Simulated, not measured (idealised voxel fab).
Title: Process Module voxel ribs on slabs
The cross-section shown here is cut; it is 280 nm wide and divided into square cells measuring 5 nm on a side.
This document writes a cross-section as a grid whose cells are square, and gives it as bands, listed from the top down; one or more rows of cells form a band.
Band: top height; bottom height; in nm. Then, left to right: material with width in nm, for each material. "throughout": a single material spanning edge to edge. "blank": empty space.
Counting heights begins at 0, where everything beneath is, in the wafer as received, one material. The lowest band has no bottom; it goes on downwards, as "from 0 down" shows.
The notation "30->40" denotes a width that varies across the rows of cells in the band, beginning at the first number in the top row, finishing at the second number in the bottom row, and changing by an identical amount from each row to the next.
The designation "no change occurred", where it is given for a processing step, indicates that no cell of the cross-section was altered in the course of that step.
For the entry "Enclosed void catalog", the listed items are empty spaces with no open way to the top whose size is 8 cells or more; each item follows the pattern width x height at distance, where distance is from the left edge and all three are in nm.
Anything after a step's settings on that line? It's the simulator's own note about the step.
Among the settings permitted on a step's line is "overlay nm"; applied to a step with a mask, it specifies the extent to which the mask lay to the right of its planned position, whereas a negative figure signifies a position to the left.
-- Planned process steps
- 1: RECEIVE (material Si)
- 2: DIRECTIONAL_DEP (material SiO2; thk nm 25)
- 3: DIRECTIONAL_DEP (material polySi; thk nm 15)
- 4: DIRECTIONAL_DEP (material aC; thk nm 10)
- 5: PATTERN (tone cover; mask id RIB; material resist; width nm 15; thk nm 30; overlay nm 0)
- 6: DIRECTIONAL_ETCH (etch materials aC; depth nm 10)
- 7: STRIP (etch materials resist)
- 8: DIRECTIONAL_ETCH (etch materials polySi; depth nm 10)
- 9: STRIP (etch materials aC)
- 10: DIRECTIONAL_DEP (material aC; thk nm 15)
- 11: PATTERN (tone cover; mask id SLAB; material resist; width nm 55; thk nm 35; overlay nm 0)
- 12: DIRECTIONAL_ETCH (etch materials aC; depth nm 15)
- 13: STRIP (etch materials resist)
- 14: DIRECTIONAL_ETCH (etch materials polySi; depth nm 5)
- 15: STRIP (etch materials aC)
- 16: FILL_DEP (material SiO2; thk nm 20)
- 17: CMP (height nm 50)
- 18: DIRECTIONAL_DEP (material TiN; thk nm 5)
- 19: DIRECTIONAL_DEP (material aC; thk nm 15)
- 20: PATTERN (tone cover; mask id HEATER; material resist; width nm 25; thk nm 35; overlay nm 0)
- 21: DIRECTIONAL_ETCH (etch materials aC; depth nm 15)
- 22: STRIP (etch materials resist)
- 23: DIRECTIONAL_ETCH (etch materials TiN; depth nm 5)
- 24: STRIP (etch materials aC)
- 25: CONFORMAL_DEP (material SiO2; thk nm 10)
-- Cross-section: wafer on arrival = after step 1
    from 0 down  Si throughout
    Enclosed void catalog: none
-- Same starting wafer, same plan as above, one mistake in the execution; this is the cross-section at the end of the module
    from 55 to 50  125 of blank, then 25 of TiN, then 130 of blank
    from 50 to 40  SiO2 throughout
    from 40 to 30  130 of SiO2, then 15 of polySi, then 135 of SiO2
    from 30 to 25  110 of SiO2, then 55 of polySi, then 115 of SiO2
    from 25 to 0  SiO2 throughout
    from 0 down  Si throughout
    Enclosed void catalog: none
Want to know what went wrong? step 25 of the plan was bypassed and not carried out
